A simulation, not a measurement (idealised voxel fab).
Process module in this document: voxel gate over fins
Square cell edge 5 nm, section width 240 nm, ID cut.
When this document writes out a cross-section, it uses a grid of square cells and lists it as bands, beginning at the top and moving down, with a band standing for one or more rows of cells.
This entry defines a band. It first specifies the height of the band's top and the height of its bottom in nm, and then specifies the band's materials from left to right, stating each material with its width in nm. The word "everywhere" identifies a single material that fills the band from edge to edge, while the word "empty" identifies empty space.
All heights in this document are referenced to 0, defined as the level beneath which the wafer, as received, consists entirely of one material. The lowest band is not bounded below; it extends indefinitely downward and is written in the form "top 0, no bottom".
Read "30->40" as a graded width: first number on top, second number at the bottom, same change between each pair of neighbouring rows.
A step reported as "no alterations made" is a step in which no cell of the cross-section changed.
"Closed void inventory" means: voids of 8 cells or more that are shut off from the top with no open way through. Written width x height at distance, distance from the left edge, in nm.
What comes after the settings on a step's line is commentary from the simulator itself on that step.
Regarding "overlay nm": on a step with a mask, it is the distance the mask lay to the right of its planned place; a negative value places it to the left.
### The process steps that were planned are listed below
1 RECEIVE [material Si]
2 CONFORMAL_DEP [material SiN] [thk nm 10]
3 MASKED_ETCH [tone cover] [mask id FINS] [width nm 15] [pitch nm 60] [etch materials SiN] [depth nm 10] [overlay nm 0]
4 MASKED_ETCH [tone cover] [mask id FINS] [width nm 15] [pitch nm 60] [etch materials Si] [depth nm 40] [overlay nm 0]
5 FILL_DEP [material SiO2] [thk nm 15]
6 CMP [height nm 10]
7 PATTERN [tone open] [mask id RAIL] [material resist] [width nm 15] [thk nm 15] [overlay nm 0]
8 DIRECTIONAL_ETCH [etch materials SiO2] [depth nm 45]
9 STRIP [etch materials resist]
10 CONFORMAL_DEP [material TiN] [thk nm 5]
11 FILL_DEP [material W] [thk nm 5]
12 CMP [height nm 10]
13 SELECTIVE_ETCH [etch materials W Ru TiN] [depth nm 30]
14 FILL_DEP [material SiO2] [thk nm 5]
15 CMP [height nm 10]
16 SELECTIVE_ETCH [etch materials SiO2] [depth nm 25]
17 STRIP [etch materials SiN]
18 CONFORMAL_DEP [material HfO2] [thk nm 5]
19 CONFORMAL_DEP [material TiN] [thk nm 5]
20 FILL_DEP [material W] [thk nm 10]
21 CMP [height nm 15]
22 CONFORMAL_DEP [material SiN] [thk nm 10]
### First wafer, two in total, run as planned
### Cross-section of the incoming wafer, state after step 1
- top 0, no bottom: Si everywhere
- Closed void inventory: none
### So this is the wafer cross-section right after step 2
- top 10, bottom 0: SiN everywhere
- All layers under 0 are left as they were.
### So this is the wafer cross-section right after step 3
- top 10, bottom 0: empty 80 / SiN 15 / empty 45 / SiN 15 / empty 85
- All layers under 0 are left as they were.
### So this is the wafer cross-section right after step 4
- top 10, bottom 0: empty 80 / SiN 15 / empty 45 / SiN 15 / empty 85
- top 0, bottom -40: empty 80 / Si 15 / empty 45 / Si 15 / empty 85
- All layers under -40 are left as they were.
### So this is the wafer cross-section right after step 5
- top 25, bottom 10: SiO2 everywhere
- top 10, bottom 0: SiO2 80 / SiN 15 / SiO2 45 / SiN 15 / SiO2 85
- top 0, bottom -40: SiO2 80 / Si 15 / SiO2 45 / Si 15 / SiO2 85
- All layers under -40 are left as they were.
### So this is the wafer cross-section right after step 6
- top 10, bottom 0: SiO2 80 / SiN 15 / SiO2 45 / SiN 15 / SiO2 85
- All layers under 0 are left as they were.
### So this is the wafer cross-section right after step 7
- top 25, bottom 10: resist 110 / empty 15 / resist 115
- All layers under 10 are left as they were.
### So this is the wafer cross-section right after step 8
- top 25, bottom 10: resist 110 / empty 15 / resist 115
- top 10, bottom 0: SiO2 80 / SiN 15 / SiO2 15 / empty 15 / SiO2 15 / SiN 15 / SiO2 85
- top 0, bottom -35: SiO2 80 / Si 15 / SiO2 15 / empty 15 / SiO2 15 / Si 15 / SiO2 85
- All layers under -35 are left as they were.
### So this is the wafer cross-section right after step 9
- top 10, bottom 0: SiO2 80 / SiN 15 / SiO2 15 / empty 15 / SiO2 15 / SiN 15 / SiO2 85
- All layers under 0 are left as they were.
### So this is the wafer cross-section right after step 10
- top 15, bottom 10: TiN 115 / empty 5 / TiN 120
- top 10, bottom 0: SiO2 80 / SiN 15 / SiO2 15 / TiN 5 / empty 5 / TiN 5 / SiO2 15 / SiN 15 / SiO2 85
- top 0, bottom -30: SiO2 80 / Si 15 / SiO2 15 / TiN 5 / empty 5 / TiN 5 / SiO2 15 / Si 15 / SiO2 85
- top -30, bottom -35: SiO2 80 / Si 15 / SiO2 15 / TiN 15 / SiO2 15 / Si 15 / SiO2 85
- All layers under -35 are left as they were.
### So this is the wafer cross-section right after step 11
- top 20, bottom 15: W everywhere
- top 15, bottom 10: TiN 115 / W 5 / TiN 120
- top 10, bottom 0: SiO2 80 / SiN 15 / SiO2 15 / TiN 5 / W 5 / TiN 5 / SiO2 15 / SiN 15 / SiO2 85
- top 0, bottom -30: SiO2 80 / Si 15 / SiO2 15 / TiN 5 / W 5 / TiN 5 / SiO2 15 / Si 15 / SiO2 85
- All layers under -30 are left as they were.
### So this is the wafer cross-section right after step 12
- top 10, bottom 0: SiO2 80 / SiN 15 / SiO2 15 / TiN 5 / W 5 / TiN 5 / SiO2 15 / SiN 15 / SiO2 85
- All layers under 0 are left as they were.
### So this is the wafer cross-section right after step 13
- top 10, bottom 0: SiO2 80 / SiN 15 / SiO2 15 / empty 15 / SiO2 15 / SiN 15 / SiO2 85
- top 0, bottom -20: SiO2 80 / Si 15 / SiO2 15 / empty 15 / SiO2 15 / Si 15 / SiO2 85
- All layers under -20 are left as they were.
### So this is the wafer cross-section right after step 14
- top 15, bottom 10: SiO2 everywhere
- top 10, bottom 0: SiO2 80 / SiN 15 / SiO2 45 / SiN 15 / SiO2 85
- top 0, bottom -20: SiO2 80 / Si 15 / SiO2 45 / Si 15 / SiO2 85
- All layers under -20 are left as they were.
### So this is the wafer cross-section right after step 15
- top 10, bottom 0: SiO2 80 / SiN 15 / SiO2 45 / SiN 15 / SiO2 85
- All layers under 0 are left as they were.
### So this is the wafer cross-section right after step 16
- top 10, bottom 0: empty 80 / SiN 15 / empty 45 / SiN 15 / empty 85
- top 0, bottom -15: empty 80 / Si 15 / empty 45 / Si 15 / empty 85
- All layers under -15 are left as they were.
### So this is the wafer cross-section right after step 17
- top 0, bottom -15: empty 80 / Si 15 / empty 45 / Si 15 / empty 85
- All layers under -15 are left as they were.
### So this is the wafer cross-section right after step 18
- top 5, bottom 0: empty 75 / HfO2 25 / empty 35 / HfO2 25 / empty 80
- top 0, bottom -10: empty 75 / HfO2 5 / Si 15 / HfO2 5 / empty 35 / HfO2 5 / Si 15 / HfO2 5 / empty 80
- top -10, bottom -15: HfO2 80 / Si 15 / HfO2 45 / Si 15 / HfO2 85
- All layers under -15 are left as they were.
### So this is the wafer cross-section right after step 19
- top 10, bottom 5: empty 70 / TiN 35 / empty 25 / TiN 35 / empty 75
- top 5, bottom 0: empty 70 / TiN 5 / HfO2 25 / TiN 5 / empty 25 / TiN 5 / HfO2 25 / TiN 5 / empty 75
- top 0, bottom -5: empty 70 / TiN 5 / HfO2 5 / Si 15 / HfO2 5 / TiN 5 / empty 25 / TiN 5 / HfO2 5 / Si 15 / HfO2 5 / TiN 5 / empty 75
- top -5, bottom -10: TiN 75 / HfO2 5 / Si 15 / HfO2 5 / TiN 35 / HfO2 5 / Si 15 / HfO2 5 / TiN 80
- All layers under -10 are left as they were.
### So this is the wafer cross-section right after step 20
- top 20, bottom 10: W everywhere
- top 10, bottom 5: W 70 / TiN 35 / W 25 / TiN 35 / W 75
- top 5, bottom 0: W 70 / TiN 5 / HfO2 25 / TiN 5 / W 25 / TiN 5 / HfO2 25 / TiN 5 / W 75
- top 0, bottom -5: W 70 / TiN 5 / HfO2 5 / Si 15 / HfO2 5 / TiN 5 / W 25 / TiN 5 / HfO2 5 / Si 15 / HfO2 5 / TiN 5 / W 75
- All layers under -5 are left as they were.
### So this is the wafer cross-section right after step 21
- top 15, bottom 10: W everywhere
- All layers under 10 are left as they were.
### So this is the wafer cross-section right after step 22
- top 25, bottom 15: SiN everywhere
- All layers under 15 are left as they were.
### second wafer: like start, like plan, one mistake. Through step 6 it matches the first wafer
### Second wafer profile in section, at the moment step 7 of the plan was meant to be complete
- top 25, bottom 10: resist 110 / empty 20 / resist 110
- All layers under 10 are left as they were.
### Second wafer profile in section, at the moment step 8 of the plan was meant to be complete
- top 25, bottom 10: resist 110 / empty 20 / resist 110
- top 10, bottom 0: SiO2 80 / SiN 15 / SiO2 15 / empty 20 / SiO2 10 / SiN 15 / SiO2 85
- top 0, bottom -35: SiO2 80 / Si 15 / SiO2 15 / empty 20 / SiO2 10 / Si 15 / SiO2 85
- All layers under -35 are left as they were.
### Second wafer profile in section, at the moment step 9 of the plan was meant to be complete
- top 10, bottom 0: SiO2 80 / SiN 15 / SiO2 15 / empty 20 / SiO2 10 / SiN 15 / SiO2 85
- All layers under 0 are left as they were.
### Second wafer profile in section, at the moment step 10 of the plan was meant to be complete
- top 15, bottom 10: TiN 115 / empty 10 / TiN 115
- top 10, bottom 0: SiO2 80 / SiN 15 / SiO2 15 / TiN 5 / empty 10 / TiN 5 / SiO2 10 / SiN 15 / SiO2 85
- top 0, bottom -30: SiO2 80 / Si 15 / SiO2 15 / TiN 5 / empty 10 / TiN 5 / SiO2 10 / Si 15 / SiO2 85
- top -30, bottom -35: SiO2 80 / Si 15 / SiO2 15 / TiN 20 / SiO2 10 / Si 15 / SiO2 85
- All layers under -35 are left as they were.
### Second wafer profile in section, at the moment step 11 of the plan was meant to be complete
- top 20, bottom 15: W everywhere
- top 15, bottom 10: TiN 115 / W 10 / TiN 115
- top 10, bottom 0: SiO2 80 / SiN 15 / SiO2 15 / TiN 5 / W 10 / TiN 5 / SiO2 10 / SiN 15 / SiO2 85
- top 0, bottom -30: SiO2 80 / Si 15 / SiO2 15 / TiN 5 / W 10 / TiN 5 / SiO2 10 / Si 15 / SiO2 85
- All layers under -30 are left as they were.
### Second wafer profile in section, at the moment step 12 of the plan was meant to be complete
- top 10, bottom 0: SiO2 80 / SiN 15 / SiO2 15 / TiN 5 / W 10 / TiN 5 / SiO2 10 / SiN 15 / SiO2 85
- All layers under 0 are left as they were.
### Second wafer profile in section, at the moment step 13 of the plan was meant to be complete
- top 10, bottom 0: SiO2 80 / SiN 15 / SiO2 15 / empty 20 / SiO2 10 / SiN 15 / SiO2 85
- top 0, bottom -20: SiO2 80 / Si 15 / SiO2 15 / empty 20 / SiO2 10 / Si 15 / SiO2 85
- All layers under -20 are left as they were.
### Second wafer profile in section, at the moment step 14 of the plan was meant to be complete
- top 15, bottom 10: SiO2 everywhere
- top 10, bottom 0: SiO2 80 / SiN 15 / SiO2 45 / SiN 15 / SiO2 85
- top 0, bottom -20: SiO2 80 / Si 15 / SiO2 45 / Si 15 / SiO2 85
- All layers under -20 are left as they were.
### Second wafer profile in section, at the moment step 15 of the plan was meant to be complete
- top 10, bottom 0: SiO2 80 / SiN 15 / SiO2 45 / SiN 15 / SiO2 85
- All layers under 0 are left as they were.
### Second wafer profile in section, at the moment step 16 of the plan was meant to be complete
- top 10, bottom 0: empty 80 / SiN 15 / empty 45 / SiN 15 / empty 85
- top 0, bottom -15: empty 80 / Si 15 / empty 45 / Si 15 / empty 85
- All layers under -15 are left as they were.
### Second wafer profile in section, at the moment step 17 of the plan was meant to be complete
- top 0, bottom -15: empty 80 / Si 15 / empty 45 / Si 15 / empty 85
- All layers under -15 are left as they were.
### Second wafer profile in section, at the moment step 18 of the plan was meant to be complete
- top 5, bottom 0: empty 75 / HfO2 25 / empty 35 / HfO2 25 / empty 80
- top 0, bottom -10: empty 75 / HfO2 5 / Si 15 / HfO2 5 / empty 35 / HfO2 5 / Si 15 / HfO2 5 / empty 80
- top -10, bottom -15: HfO2 80 / Si 15 / HfO2 45 / Si 15 / HfO2 85
- All layers under -15 are left as they were.
### Second wafer profile in section, at the moment step 19 of the plan was meant to be complete
- top 10, bottom 5: empty 70 / TiN 35 / empty 25 / TiN 35 / empty 75
- top 5, bottom 0: empty 70 / TiN 5 / HfO2 25 / TiN 5 / empty 25 / TiN 5 / HfO2 25 / TiN 5 / empty 75
- top 0, bottom -5: empty 70 / TiN 5 / HfO2 5 / Si 15 / HfO2 5 / TiN 5 / empty 25 / TiN 5 / HfO2 5 / Si 15 / HfO2 5 / TiN 5 / empty 75
- top -5, bottom -10: TiN 75 / HfO2 5 / Si 15 / HfO2 5 / TiN 35 / HfO2 5 / Si 15 / HfO2 5 / TiN 80
- All layers under -10 are left as they were.
### Second wafer profile in section, at the moment step 20 of the plan was meant to be complete
- top 20, bottom 10: W everywhere
- top 10, bottom 5: W 70 / TiN 35 / W 25 / TiN 35 / W 75
- top 5, bottom 0: W 70 / TiN 5 / HfO2 25 / TiN 5 / W 25 / TiN 5 / HfO2 25 / TiN 5 / W 75
- top 0, bottom -5: W 70 / TiN 5 / HfO2 5 / Si 15 / HfO2 5 / TiN 5 / W 25 / TiN 5 / HfO2 5 / Si 15 / HfO2 5 / TiN 5 / W 75
- All layers under -5 are left as they were.
### Second wafer profile in section, at the moment step 21 of the plan was meant to be complete
- top 15, bottom 10: W everywhere
- All layers under 10 are left as they were.
### Second wafer profile in section, at the moment step 22 of the plan was meant to be complete
- top 25, bottom 15: SiN everywhere
- All layers under 15 are left as they were.
Which mistake was made when the wafer was run? so step 7 ended up running with a different setting than we planned, it ran as PATTERN [tone open] [mask id RAIL] [material resist] [width nm 20] [thk nm 15] [overlay nm 0]
The closing comparison, in cells, has the second wafer with more or fewer of some materials than the first: SiO2: 3 fewer; TiN: 1 more; W: 2 more
